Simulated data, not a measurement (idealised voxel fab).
process module | voxel ribs on slabs
cross-section cut | 185 nm wide | cells 5 nm
A cross-section is a grid of square cells, given in bands from the top down. A band is one or more rows of cells.
Each band's line starts with the height of the band's top and of its bottom, in nm. Then come its materials from left to right, each with its width in nm. One material with "throughout" fills the band from edge to edge. "air" is empty space.
Height 0 is the level under which the wafer as received is all one material. The lowest band goes on downwards, as in "0 down".
A width such as "30 to 40" changes by the same amount from each row of cells to the next, from the band's top row to its bottom row.
"no change" after a step means that no cell of the cross-section changed.
closed voids: empty space of 8 cells or more with no open way to the top, each as width x height at its distance from the left edge, in nm
after a step's settings: what the simulator itself notes on the step
overlay nm, on a step with a mask: how far to the right of its planned place the mask lay; to the left if negative
plan
1 op RECEIVE | material Si
2 op DIRECTIONAL_DEP | material SiO2 | thk nm 30
3 op DIRECTIONAL_DEP | material polySi | thk nm 20
4 op MASKED_ETCH | tone cover | mask id RIB | width nm 20 | etch materials polySi | depth nm 5 | overlay nm 0
5 op DIRECTIONAL_DEP | material aC | thk nm 15
6 op PATTERN | tone cover | mask id SLAB | material resist | width nm 50 | thk nm 30 | overlay nm 0
7 op DIRECTIONAL_ETCH | etch materials aC | depth nm 15
8 op STRIP | etch materials resist
9 op DIRECTIONAL_ETCH | etch materials polySi | depth nm 15
10 op STRIP | etch materials aC
11 op FILL_DEP | material SiO2 | thk nm 20
12 op CMP | height nm 60
13 op DIRECTIONAL_DEP | material W | thk nm 5
14 op MASKED_ETCH | tone cover | mask id HEATER | width nm 30 | etch materials W | depth nm 5 | overlay nm 0
15 op CONFORMAL_DEP | material SiO2 | thk nm 5
as received, after step 1
  0 down: Si throughout
  closed voids: none
a wafer at the end: this start, this plan, one mistake
  70 to 65: air 75 | SiO2 40 | air 70
  65 to 60: SiO2 80 | W 30 | SiO2 75
  60 to 50: SiO2 throughout
  50 to 45: SiO2 80 | polySi 20 | SiO2 85
  45 to 30: SiO2 65 | polySi 50 | SiO2 70
  30 to 0: SiO2 throughout
  0 down: Si throughout
  closed voids: none
what went wrong: step 14 ran as: op MASKED_ETCH | tone cover | mask id HEATER | width nm 30 | etch materials W | depth nm 5 | overlay nm 5
